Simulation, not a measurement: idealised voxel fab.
This is a process module. Its name is voxel tone inversion.
Cross-sectional view cut (width: 225 nm; square cell size: 5 nm).
Cross-sections here: square-cell grids, written as top-down lists of bands, a band being one or more rows of cells. Look at the band entry: it leads with the top's height and the bottom's height in nm. Then it lists the materials left to right, with a width in nm for each. The word "edge to edge" on a single material says that material fills the band edge to edge. The word "blank" is empty space. We count height from 0. Below that, the starting wafer is all one material. The lowest band never ends at the bottom but goes on down; see "from 0 down" for how that is written. A width such as "30..40" changes by the same amount from each row of cells to the next, from the band's top row to its bottom row. When a step is marked "no modification", none of the cells in the cross-section changed during that step. Empty spaces counting at least 8 cells and having no open way to the top are listed in "Closed void entries". The notation width x height at distance is used for each, the distance being from the left edge and all three values in nm. after a step's settings: what the simulator itself notes on the step. overlay nm: step with mask; distance mask lay right of planned place; negative value = left of planned place.

Process steps - plan
1,RECEIVE, material Si
2,CONFORMAL_DEP, material SiCN, thk nm 5
3,DIRECTIONAL_DEP, material polySi, thk nm 15
4,PATTERN, tone cover, mask id POSTS, material resist, width nm 25, pitch nm 50, thk nm 20, overlay nm 0
5,DIRECTIONAL_ETCH, etch materials polySi, depth nm 15
6,STRIP, etch materials resist
7,FILL_DEP, material lowk, thk nm 10
8,CMP, height nm 20
9,STRIP, etch materials polySi

Incoming wafer in cross-section (state: after step 1)
	from 0 down: Si edge to edge
	Closed void entries: none

Wafer at module end, in section. Began as above, planned as above, run with one mistake
	from 20 to 15: lowk edge to edge
	from 15 to 0: lowk 25, then polySi 25, then lowk 25, then polySi 25, then lowk 25, then polySi 25, then lowk 25, then polySi 25, then lowk 25
	from 0 down: Si edge to edge
	Closed void entries: none
Heads up, the wafer didn't run the way we planned it: step 2 of the plan was bypassed and not carried out
